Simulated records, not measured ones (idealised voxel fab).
Herein follows the process module entitled voxel self aligned vias.
It is cross-section cut that appears here, measuring 300 nm in width, its square cells being 5 nm in size.
Bands, listed from the top down, are how a cross-section gets written in this document; the cross-section itself is a grid of square cells, and a band is one or more rows of them.
Quick guide to a band line: top height, bottom height (nm) up front; then every material left to right with its width in nm. Only one material and it's marked "edge to edge"? Then it fills the band edge to edge. And "air" just means empty space.
Heads up on the height convention: 0 is the point under which the incoming wafer is all one material, and the lowest band has no bottom, it just keeps going down, like "z 0 and below".
The width entry "30->40" should be interpreted row by row: the top row of cells in the band takes the first number, the bottom row takes the second number, and the change between adjacent rows is uniform throughout.
Where the words "same as before" appear for a step, the cross-section shows no cell changed by that step; every cell remained as before.
Reported under the label "Closed void entries" are the empty spaces having no open way to the top and comprising 8 cells or more; the notation for each is width x height at distance, in which the distance is measured from the left edge and all three values are in nm.
That trailing text on a step's line, after the settings, is the simulator's own remark on the step.
What "overlay nm" on a step's line means: if the step has a mask, that mask lay this far to the right of its planned place, or, when the value is negative, to the left.

[Intended process steps]
1) RECEIVE [material Si]
2) CONFORMAL_DEP [material SiO2] [thk nm 15]
3) CONFORMAL_DEP [material SiCN] [thk nm 5]
4) DIRECTIONAL_DEP [material lowk] [thk nm 30]
5) MASKED_ETCH [tone open] [mask id LINES] [width nm 20] [pitch nm 60] [etch materials lowk] [depth nm 30] [overlay nm 0]
6) CONFORMAL_DEP [material TiN] [thk nm 5]
7) FILL_DEP [material Ru] [thk nm 10]
8) CMP [height nm 50]
9) SELECTIVE_ETCH [etch materials W Ru TiN] [depth nm 5]
10) FILL_DEP [material SiN] [thk nm 10]
11) CMP [height nm 50]
12) DIRECTIONAL_DEP [material lowk] [thk nm 20]
13) MASKED_ETCH [tone open] [mask id VIAS] [width nm 30] [pitch nm 60] [etch materials lowk] [depth nm 20] [overlay nm -15]
14) MASKED_ETCH [tone open] [mask id VIAS] [width nm 30] [pitch nm 60] [etch materials SiN] [depth nm 5] [overlay nm 0]
15) CONFORMAL_DEP [material TiN] [thk nm 5]
16) FILL_DEP [material Cu] [thk nm 10]
17) CMP [height nm 70]
18) CONFORMAL_DEP [material SiN] [thk nm 5]
Split variable: overlay nm, step 13. Plan value = first wafer. Wafers start alike.

[The first of several wafers as received, shown in cross-section; this is its state after step 1]
  z 0 and below = Si edge to edge
  Closed void entries: none

[Per-wafer rows below. For each material: cells gained (+) or lost (-) since the wafer was received, as of end of module. Then: closed voids]
overlay nm -15, +36 Cu, +24 Ru, +60 SiCN, +66 SiN, +180 SiO2, +78 TiN, +456 lowk, Closed void entries: none
overlay nm -10, +39 Cu, +24 Ru, +60 SiCN, +63 SiN, +180 SiO2, +78 TiN, +456 lowk, Closed void entries: none
overlay nm -5, +42 Cu, +24 Ru, +60 SiCN, +60 SiN, +180 SiO2, +78 TiN, +456 lowk, Closed void entries: none
overlay nm 0, +42 Cu, +24 Ru, +60 SiCN, +60 SiN, +180 SiO2, +78 TiN, +456 lowk, Closed void entries: none
overlay nm 5, +42 Cu, +24 Ru, +60 SiCN, +60 SiN, +180 SiO2, +78 TiN, +456 lowk, Closed void entries: none
overlay nm 10, +39 Cu, +24 Ru, +60 SiCN, +63 SiN, +180 SiO2, +78 TiN, +456 lowk, Closed void entries: none
overlay nm 15, +36 Cu, +24 Ru, +60 SiCN, +66 SiN, +180 SiO2, +78 TiN, +456 lowk, Closed void entries: none
